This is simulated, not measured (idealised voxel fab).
The following is a process module called voxel ribs on slabs.
This is section cut - it's 290 nm across, gridded in 5 nm square cells.
For the purposes of this document, a cross-section shall be understood as a grid of square cells, specified as bands listed in top-to-bottom order, each band consisting of one or more rows of cells. Heights first: top, then bottom, in nm. Then materials, left to right, each with a width in nm. "all across" on a single material: fills the band edge to edge. "empty": empty space. Beneath 0, the wafer as received is one material, and that level is where height counting begins. The lowest band goes on downward without a bottom; it is written like "0..down". The two numbers in a width such as "30->40" mark its ends across the band: the first belongs to the top row of cells, the second to the bottom row, and from each row to the next the width moves by the same amount. No cell of the cross-section changed in a step that is given as "identical to before". In the "Unvented internal voids" entry, you get each enclosed empty space of 8 cells or more, one with no open way to the top, written width x height at distance, distance from the left edge, in nm. That trailing text on a step's line, after the settings, is the simulator's own remark on the step. "overlay nm", when on a step's line for a step with a mask, measures how far to the right of its planned place the mask lay; a negative measure means to the left.

Listed below are the process steps as planned
1 RECEIVE with material Si
2 DIRECTIONAL_DEP with material SiO2, thk nm 25
3 DIRECTIONAL_DEP with material polySi, thk nm 20
4 PATTERN with tone cover, mask id RIB, material resist, width nm 20, thk nm 15, overlay nm 0
5 DIRECTIONAL_ETCH with etch materials polySi, depth nm 15
6 STRIP with etch materials resist
7 PATTERN with tone cover, mask id SLAB, material resist, width nm 80, thk nm 15, overlay nm 0
8 DIRECTIONAL_ETCH with etch materials polySi, depth nm 5
9 STRIP with etch materials resist
10 FILL_DEP with material SiO2, thk nm 15
11 CMP with height nm 55
12 DIRECTIONAL_DEP with material W, thk nm 10
13 MASKED_ETCH with tone cover, mask id HEATER, width nm 30, etch materials W, depth nm 10, overlay nm 0
14 CONFORMAL_DEP with material SiN, thk nm 5

First of two wafers - as planned

Wafer cross-section on receipt, i.e. after step 1
0..down | Si all across
Unvented internal voids: none

Cross-section: wafer state after step 2
25..0 | SiO2 all across
Unchanged below 0.

Cross-section: wafer state after step 3
45..25 | polySi all across
Unchanged below 25.

Cross-section: wafer state after step 4
60..45 | empty 135 nm; resist 20 nm; empty 135 nm
Unchanged below 45.

Cross-section: wafer state after step 5
60..45 | empty 135 nm; resist 20 nm; empty 135 nm
45..30 | empty 135 nm; polySi 20 nm; empty 135 nm
Unchanged below 30.

Cross-section: wafer state after step 6
45..30 | empty 135 nm; polySi 20 nm; empty 135 nm
Unchanged below 30.

Cross-section: wafer state after step 7
60..45 | empty 105 nm; resist 80 nm; empty 105 nm
45..30 | empty 105 nm; resist 30 nm; polySi 20 nm; resist 30 nm; empty 105 nm
Unchanged below 30.

Cross-section: wafer state after step 8
60..45 | empty 105 nm; resist 80 nm; empty 105 nm
45..30 | empty 105 nm; resist 30 nm; polySi 20 nm; resist 30 nm; empty 105 nm
30..25 | empty 105 nm; polySi 80 nm; empty 105 nm
Unchanged below 25.

Cross-section: wafer state after step 9
45..30 | empty 135 nm; polySi 20 nm; empty 135 nm
Unchanged below 30.

Cross-section: wafer state after step 10
60..45 | SiO2 all across
45..30 | SiO2 135 nm; polySi 20 nm; SiO2 135 nm
30..25 | SiO2 105 nm; polySi 80 nm; SiO2 105 nm
Unchanged below 25.

Cross-section: wafer state after step 11
55..45 | SiO2 all across
Unchanged below 45.

Cross-section: wafer state after step 12
65..55 | W all across
Unchanged below 55.

Cross-section: wafer state after step 13
65..55 | empty 130 nm; W 30 nm; empty 130 nm
Unchanged below 55.

Cross-section: wafer state after step 14
70..65 | empty 125 nm; SiN 40 nm; empty 125 nm
65..60 | empty 125 nm; SiN 5 nm; W 30 nm; SiN 5 nm; empty 125 nm
60..55 | SiN 130 nm; W 30 nm; SiN 130 nm
Unchanged below 55.

Companion wafer, the second of two: same beginning, same intended sequence, one mistake in carrying it out; through step 1 inclusive it tracks the first exactly

Planned end of step 2: second wafer, cross-section
20..0 | polySi all across
Unchanged below 0.

Planned end of step 3: second wafer, cross-section
45..20 | SiO2 all across
Unchanged below 20.

Planned end of step 4: second wafer, cross-section
60..45 | empty 135 nm; resist 20 nm; empty 135 nm
Unchanged below 45.

Planned end of step 5: second wafer, cross-section: identical to before

Planned end of step 6: second wafer, cross-section
45..20 | SiO2 all across
Unchanged below 20.

Planned end of step 7: second wafer, cross-section
60..45 | empty 105 nm; resist 80 nm; empty 105 nm
Unchanged below 45.

Planned end of step 8: second wafer, cross-section: identical to before

Planned end of step 9: second wafer, cross-section
45..20 | SiO2 all across
Unchanged below 20.

Planned end of step 10: second wafer, cross-section
60..20 | SiO2 all across
Unchanged below 20.

Planned end of step 11: second wafer, cross-section
55..20 | SiO2 all across
Unchanged below 20.

Planned end of step 12: second wafer, cross-section
65..55 | W all across
Unchanged below 55.

Planned end of step 13: second wafer, cross-section
65..55 | empty 130 nm; W 30 nm; empty 130 nm
Unchanged below 55.

Planned end of step 14: second wafer, cross-section
70..65 | empty 125 nm; SiN 40 nm; empty 125 nm
65..60 | empty 125 nm; SiN 5 nm; W 30 nm; SiN 5 nm; empty 125 nm
60..55 | SiN 130 nm; W 30 nm; SiN 130 nm
Unchanged below 55.
Run error: steps 2 and 3 traded places in the executed sequence
FYI, end of process, the second wafer has more or fewer cells of some materials than the first: -204 SiO2, +204 polySi
